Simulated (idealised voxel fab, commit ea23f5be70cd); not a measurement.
You're looking at the process module voxel capacitor over wiring.
The figure presents cross-section cut, which has a width of 250 nm and is divided into square cells with an edge length of 5 nm.
Cross-section = grid of square cells, listed top down in bands; band = one or more rows.
Heads up on the band format: heights come first, top then bottom, in nm. After that it's the materials left to right, each with its width in nm. A single material flagged "everywhere" fills the whole band edge to edge, and "air" means there's empty space there.
Height reference: 0 = level under which incoming wafer is all one material. Lowest band: no bottom, runs on downward, e.g. "z 0 and below".
The expression "30 to 40" gives the width at the extremes of the band, the first number at its top row of cells and the second at its bottom row, with the width changing by equal amounts from each row to the next in between.
For the purposes of this document, the phrase "no modifications" attached to a step denotes that no cell within the cross-section was modified by that step.
The label "Completely sealed voids" introduces a list of the empty spaces, 8 cells or larger, that have no open way up to the top; each entry in it reads width x height at distance, where the distance is taken from the left edge and all three are stated in nm.
The remark found on a step's line after its settings is issued by the simulator itself and pertains to that step.
You can add "overlay nm" to a step's line. For a step with a mask, it describes how far the mask lay to the right of its planned position, and a negative number describes a lay to the left.
-- Process steps foreseen in the plan
step 1: RECEIVE, material Si
step 2: CONFORMAL_DEP, material SiO2, thk nm 10
step 3: CONFORMAL_DEP, material SiN, thk nm 5
step 4: DIRECTIONAL_DEP, material lowk, thk nm 20
step 5: PATTERN, tone open, mask id METAL_1, material resist, width nm 20, pitch nm 90, thk nm 15, overlay nm 0
step 6: DIRECTIONAL_ETCH, etch materials lowk, depth nm 20
step 7: DIRECTIONAL_ETCH, etch materials SiN, depth nm 5
step 8: STRIP, etch materials resist
step 9: CONFORMAL_DEP, material TiN, thk nm 5
step 10: FILL_DEP, material Ru, thk nm 10
step 11: CMP, height nm 35
step 12: EPI, material Ru, thk nm 5
step 13: FILL_DEP, material SiCN, thk nm 5
step 14: DIRECTIONAL_DEP, material SiO2, thk nm 15
step 15: PATTERN, tone open, mask id PLUG_1, material resist, width nm 15, thk nm 15, overlay nm 0
step 16: DIRECTIONAL_ETCH, etch materials SiO2, depth nm 15
step 17: DIRECTIONAL_ETCH, etch materials SiCN, depth nm 5
step 18: STRIP, etch materials resist
step 19: EPI, material Ru, thk nm 10
step 20: EPI, material Ru, thk nm 10
step 21: DIRECTIONAL_DEP, material TiN, thk nm 10
step 22: DIRECTIONAL_DEP, material SiN, thk nm 5
step 23: DIRECTIONAL_DEP, material TiN, thk nm 10
step 24: PATTERN, tone cover, mask id UPPER_PLATE, material resist, width nm 75, thk nm 20, overlay nm 0
step 25: DIRECTIONAL_ETCH, etch materials TiN, depth nm 10
step 26: DIRECTIONAL_ETCH, etch materials SiN, depth nm 5
step 27: STRIP, etch materials resist
step 28: PATTERN, tone cover, mask id LOWER_PLATE, material resist, width nm 85, thk nm 15, overlay nm 0
step 29: DIRECTIONAL_ETCH, etch materials TiN, depth nm 10
step 30: STRIP, etch materials resist
step 31: FILL_DEP, material SiO2, thk nm 15
step 32: CMP, height nm 95
step 33: PATTERN, tone open, mask id PLUG_2, material resist, width nm 15, thk nm 15, overlay nm 0
step 34: DIRECTIONAL_ETCH, etch materials SiO2, depth nm 10
step 35: STRIP, etch materials resist
step 36: CONFORMAL_DEP, material TiN, thk nm 5
step 37: FILL_DEP, material Ru, thk nm 5
step 38: CMP, height nm 95
step 39: CONFORMAL_DEP, material SiN, thk nm 5
The wafers are alike at the start. At step 39, their thk nm differs. The plan lists the first wafer's value.
-- This is how the first of several wafers looked in cross-section when it arrived, which is after step 1
* z 0 and below: Si everywhere
* Completely sealed voids: none
-- Per wafer (row), end of module: delta in cells per material since receipt, (+) for gained, (-) for lost; closed voids after that
thk nm 5; +41 Ru; +85 SiCN; +107 SiN; +506 SiO2; +93 TiN; +168 lowk; Completely sealed voids: none
thk nm 10; +41 Ru; +85 SiCN; +157 SiN; +506 SiO2; +93 TiN; +168 lowk; Completely sealed voids: none
thk nm 15; +41 Ru; +85 SiCN; +207 SiN; +506 SiO2; +93 TiN; +168 lowk; Completely sealed voids: none
thk nm 20; +41 Ru; +85 SiCN; +257 SiN; +506 SiO2; +93 TiN; +168 lowk; Completely sealed voids: none
